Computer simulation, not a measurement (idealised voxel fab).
Herein follows the process module entitled voxel self aligned contacts.
The cross-section shown here is cut; it is 245 nm wide and divided into square cells measuring 5 nm on a side.
Throughout this document, each cross-section is represented as a grid of square cells and is presented as a sequence of bands enumerated from the top downward, where a band comprises one or more rows of cells.
Quick guide to a band line: top height, bottom height (nm) up front; then every material left to right with its width in nm. Only one material and it's marked "full width"? Then it fills the band edge to edge. And "empty" just means empty space.
Height 0 is the level under which the wafer as received is all one material. The lowest band goes on downwards, as in "top 0, no bottom".
Graded width ("30..40"): value in top row of band = first number; value in bottom row = second number; row-to-row change constant.
The designation "no modification", where it is given for a processing step, indicates that no cell of the cross-section was altered in the course of that step.
Closed empty spaces (no open way to the top) of 8 cells or more are what "Enclosed cavity list" lists, each as width x height at distance from the left edge, nm for all three.
Anything after a step's settings on that line? It's the simulator's own note about the step.
What "overlay nm" on a step's line means: if the step has a mask, that mask lay this far to the right of its planned place, or, when the value is negative, to the left.

-- The planned process steps are enumerated hereunder
1. op RECEIVE | material Si
2. op CONFORMAL_DEP | material SiO2 | thk nm 5
3. op DIRECTIONAL_DEP | material polySi | thk nm 30
4. op DIRECTIONAL_DEP | material SiN | thk nm 20
5. op PATTERN | tone cover | mask id GATE | material resist | width nm 30 | pitch nm 70 | thk nm 20 | overlay nm 0
6. op DIRECTIONAL_ETCH | etch materials SiN | depth nm 20
7. op DIRECTIONAL_ETCH | etch materials polySi | depth nm 30
8. op STRIP | etch materials resist
9. op CONFORMAL_DEP | material SiN | thk nm 10
10. op DIRECTIONAL_ETCH | etch materials SiN | depth nm 10
11. op FILL_DEP | material SiO2 | thk nm 10
12. op CMP | height nm 60
13. op PATTERN | tone open | mask id CONTACT | material resist | width nm 50 | pitch nm 70 | thk nm 20 | overlay nm 0
14. op DIRECTIONAL_ETCH | etch materials SiO2 | depth nm 60
15. op STRIP | etch materials resist
16. op CONFORMAL_DEP | material TiN | thk nm 5
17. op FILL_DEP | material Ru | thk nm 5
18. op CMP | height nm 60
19. op CONFORMAL_DEP | material SiCN | thk nm 5

-- First out of two wafers; run went to plan

-- This is the cross-section of the wafer as we received it, i.e. after step 1
    top 0, no bottom | Si full width
    Enclosed cavity list: none

-- Upon completion of step 2, the wafer appears in cross-section as shown
    top 5, bottom 0 | SiO2 full width
    Unchanged below 0.

-- Upon completion of step 3, the wafer appears in cross-section as shown
    top 35, bottom 5 | polySi full width
    Unchanged below 5.

-- Upon completion of step 4, the wafer appears in cross-section as shown
    top 55, bottom 35 | SiN full width
    Unchanged below 35.

-- Upon completion of step 5, the wafer appears in cross-section as shown
    top 75, bottom 55 | empty: 35; resist: 30; empty: 40; resist: 30; empty: 40; resist: 30; empty: 40
    Unchanged below 55.

-- Upon completion of step 6, the wafer appears in cross-section as shown
    top 75, bottom 55 | empty: 35; resist: 30; empty: 40; resist: 30; empty: 40; resist: 30; empty: 40
    top 55, bottom 35 | empty: 35; SiN: 30; empty: 40; SiN: 30; empty: 40; SiN: 30; empty: 40
    Unchanged below 35.

-- Upon completion of step 7, the wafer appears in cross-section as shown
    top 75, bottom 55 | empty: 35; resist: 30; empty: 40; resist: 30; empty: 40; resist: 30; empty: 40
    top 55, bottom 35 | empty: 35; SiN: 30; empty: 40; SiN: 30; empty: 40; SiN: 30; empty: 40
    top 35, bottom 5 | empty: 35; polySi: 30; empty: 40; polySi: 30; empty: 40; polySi: 30; empty: 40
    Unchanged below 5.

-- Upon completion of step 8, the wafer appears in cross-section as shown
    top 55, bottom 35 | empty: 35; SiN: 30; empty: 40; SiN: 30; empty: 40; SiN: 30; empty: 40
    Unchanged below 35.

-- Upon completion of step 9, the wafer appears in cross-section as shown
    top 65, bottom 35 | empty: 25; SiN: 50; empty: 20; SiN: 50; empty: 20; SiN: 50; empty: 30
    top 35, bottom 15 | empty: 25; SiN: 10; polySi: 30; SiN: 10; empty: 20; SiN: 10; polySi: 30; SiN: 10; empty: 20; SiN: 10; polySi: 30; SiN: 10; empty: 30
    top 15, bottom 5 | SiN: 35; polySi: 30; SiN: 40; polySi: 30; SiN: 40; polySi: 30; SiN: 40
    Unchanged below 5.

-- Upon completion of step 10, the wafer appears in cross-section as shown
    top 55, bottom 35 | empty: 25; SiN: 50; empty: 20; SiN: 50; empty: 20; SiN: 50; empty: 30
    top 35, bottom 5 | empty: 25; SiN: 10; polySi: 30; SiN: 10; empty: 20; SiN: 10; polySi: 30; SiN: 10; empty: 20; SiN: 10; polySi: 30; SiN: 10; empty: 30
    Unchanged below 5.

-- Upon completion of step 11, the wafer appears in cross-section as shown
    top 65, bottom 55 | SiO2 full width
    top 55, bottom 35 | SiO2: 25; SiN: 50; SiO2: 20; SiN: 50; SiO2: 20; SiN: 50; SiO2: 30
    top 35, bottom 5 | SiO2: 25; SiN: 10; polySi: 30; SiN: 10; SiO2: 20; SiN: 10; polySi: 30; SiN: 10; SiO2: 20; SiN: 10; polySi: 30; SiN: 10; SiO2: 30
    Unchanged below 5.

-- Upon completion of step 12, the wafer appears in cross-section as shown
    top 60, bottom 55 | SiO2 full width
    Unchanged below 55.

-- Upon completion of step 13, the wafer appears in cross-section as shown
    top 80, bottom 60 | resist: 60; empty: 50; resist: 20; empty: 50; resist: 65
    Unchanged below 60.

-- Upon completion of step 14, the wafer appears in cross-section as shown
    top 80, bottom 60 | resist: 60; empty: 50; resist: 20; empty: 50; resist: 65
    top 60, bottom 55 | SiO2: 60; empty: 50; SiO2: 20; empty: 50; SiO2: 65
    top 55, bottom 35 | SiO2: 25; SiN: 50; empty: 20; SiN: 50; empty: 20; SiN: 50; SiO2: 30
    top 35, bottom 5 | SiO2: 25; SiN: 10; polySi: 30; SiN: 10; empty: 20; SiN: 10; polySi: 30; SiN: 10; empty: 20; SiN: 10; polySi: 30; SiN: 10; SiO2: 30
    top 5, bottom 0 | SiO2: 75; empty: 20; SiO2: 50; empty: 20; SiO2: 80
    Unchanged below 0.

-- Upon completion of step 15, the wafer appears in cross-section as shown
    top 60, bottom 55 | SiO2: 60; empty: 50; SiO2: 20; empty: 50; SiO2: 65
    Unchanged below 55.

-- Upon completion of step 16, the wafer appears in cross-section as shown
    top 65, bottom 60 | TiN: 65; empty: 40; TiN: 30; empty: 40; TiN: 70
    top 60, bottom 55 | SiO2: 60; TiN: 20; empty: 10; TiN: 20; SiO2: 20; TiN: 20; empty: 10; TiN: 20; SiO2: 65
    top 55, bottom 35 | SiO2: 25; SiN: 50; TiN: 5; empty: 10; TiN: 5; SiN: 50; TiN: 5; empty: 10; TiN: 5; SiN: 50; SiO2: 30
    top 35, bottom 5 | SiO2: 25; SiN: 10; polySi: 30; SiN: 10; TiN: 5; empty: 10; TiN: 5; SiN: 10; polySi: 30; SiN: 10; TiN: 5; empty: 10; TiN: 5; SiN: 10; polySi: 30; SiN: 10; SiO2: 30
    top 5, bottom 0 | SiO2: 75; TiN: 20; SiO2: 50; TiN: 20; SiO2: 80
    Unchanged below 0.

-- Upon completion of step 17, the wafer appears in cross-section as shown
    top 70, bottom 65 | Ru full width
    top 65, bottom 60 | TiN: 65; Ru: 40; TiN: 30; Ru: 40; TiN: 70
    top 60, bottom 55 | SiO2: 60; TiN: 20; Ru: 10; TiN: 20; SiO2: 20; TiN: 20; Ru: 10; TiN: 20; SiO2: 65
    top 55, bottom 35 | SiO2: 25; SiN: 50; TiN: 5; Ru: 10; TiN: 5; SiN: 50; TiN: 5; Ru: 10; TiN: 5; SiN: 50; SiO2: 30
    top 35, bottom 5 | SiO2: 25; SiN: 10; polySi: 30; SiN: 10; TiN: 5; Ru: 10; TiN: 5; SiN: 10; polySi: 30; SiN: 10; TiN: 5; Ru: 10; TiN: 5; SiN: 10; polySi: 30; SiN: 10; SiO2: 30
    Unchanged below 5.

-- Upon completion of step 18, the wafer appears in cross-section as shown
    top 60, bottom 55 | SiO2: 60; TiN: 20; Ru: 10; TiN: 20; SiO2: 20; TiN: 20; Ru: 10; TiN: 20; SiO2: 65
    Unchanged below 55.

-- Upon completion of step 19, the wafer appears in cross-section as shown
    top 65, bottom 60 | SiCN full width
    Unchanged below 60.

-- The Second Wafer: Common Origin and Plan, One Mistake in Execution, Identical to the First Through Step 12

-- Cross-section of the second wafer at the time by which step 13 should have been completed according to the plan
    top 80, bottom 60 | empty: 60; resist: 50; empty: 20; resist: 50; empty: 65
    Unchanged below 60.

-- Cross-section of the second wafer at the time by which step 14 should have been completed according to the plan
    top 80, bottom 60 | empty: 60; resist: 50; empty: 20; resist: 50; empty: 65
    top 60, bottom 55 | empty: 60; SiO2: 50; empty: 20; SiO2: 50; empty: 65
    top 55, bottom 35 | empty: 25; SiN: 50; SiO2: 20; SiN: 50; SiO2: 20; SiN: 50; empty: 30
    top 35, bottom 5 | empty: 25; SiN: 10; polySi: 30; SiN: 10; SiO2: 20; SiN: 10; polySi: 30; SiN: 10; SiO2: 20; SiN: 10; polySi: 30; SiN: 10; empty: 30
    top 5, bottom 0 | empty: 25; SiO2: 190; empty: 30
    Unchanged below 0.

-- Cross-section of the second wafer at the time by which step 15 should have been completed according to the plan
    top 60, bottom 55 | empty: 60; SiO2: 50; empty: 20; SiO2: 50; empty: 65
    Unchanged below 55.

-- Cross-section of the second wafer at the time by which step 16 should have been completed according to the plan
    top 65, bottom 60 | empty: 55; TiN: 60; empty: 10; TiN: 60; empty: 60
    top 60, bottom 55 | empty: 20; TiN: 40; SiO2: 50; TiN: 20; SiO2: 50; TiN: 40; empty: 25
    top 55, bottom 35 | empty: 20; TiN: 5; SiN: 50; SiO2: 20; SiN: 50; SiO2: 20; SiN: 50; TiN: 5; empty: 25
    top 35, bottom 5 | empty: 20; TiN: 5; SiN: 10; polySi: 30; SiN: 10; SiO2: 20; SiN: 10; polySi: 30; SiN: 10; SiO2: 20; SiN: 10; polySi: 30; SiN: 10; TiN: 5; empty: 25
    top 5, bottom 0 | TiN: 25; SiO2: 190; TiN: 30
    Unchanged below 0.

-- Cross-section of the second wafer at the time by which step 17 should have been completed according to the plan
    top 70, bottom 65 | Ru full width
    top 65, bottom 60 | Ru: 55; TiN: 60; Ru: 10; TiN: 60; Ru: 60
    top 60, bottom 55 | Ru: 20; TiN: 40; SiO2: 50; TiN: 20; SiO2: 50; TiN: 40; Ru: 25
    top 55, bottom 35 | Ru: 20; TiN: 5; SiN: 50; SiO2: 20; SiN: 50; SiO2: 20; SiN: 50; TiN: 5; Ru: 25
    top 35, bottom 5 | Ru: 20; TiN: 5; SiN: 10; polySi: 30; SiN: 10; SiO2: 20; SiN: 10; polySi: 30; SiN: 10; SiO2: 20; SiN: 10; polySi: 30; SiN: 10; TiN: 5; Ru: 25
    Unchanged below 5.

-- Cross-section of the second wafer at the time by which step 18 should have been completed according to the plan
    top 60, bottom 55 | Ru: 20; TiN: 40; SiO2: 50; TiN: 20; SiO2: 50; TiN: 40; Ru: 25
    Unchanged below 55.

-- Cross-section of the second wafer at the time by which step 19 should have been completed according to the plan
    top 65, bottom 60 | SiCN full width
    Unchanged below 60.
Misprocessing identified: in deviation from the planned setting, step 13 was conducted as op PATTERN | tone cover | mask id CONTACT | material resist | width nm 50 | pitch nm 70 | thk nm 20 | overlay nm 0
At the finish, the second wafer shows more or fewer cells for some materials than the first does: Ru +55, SiO2 -42, TiN -13
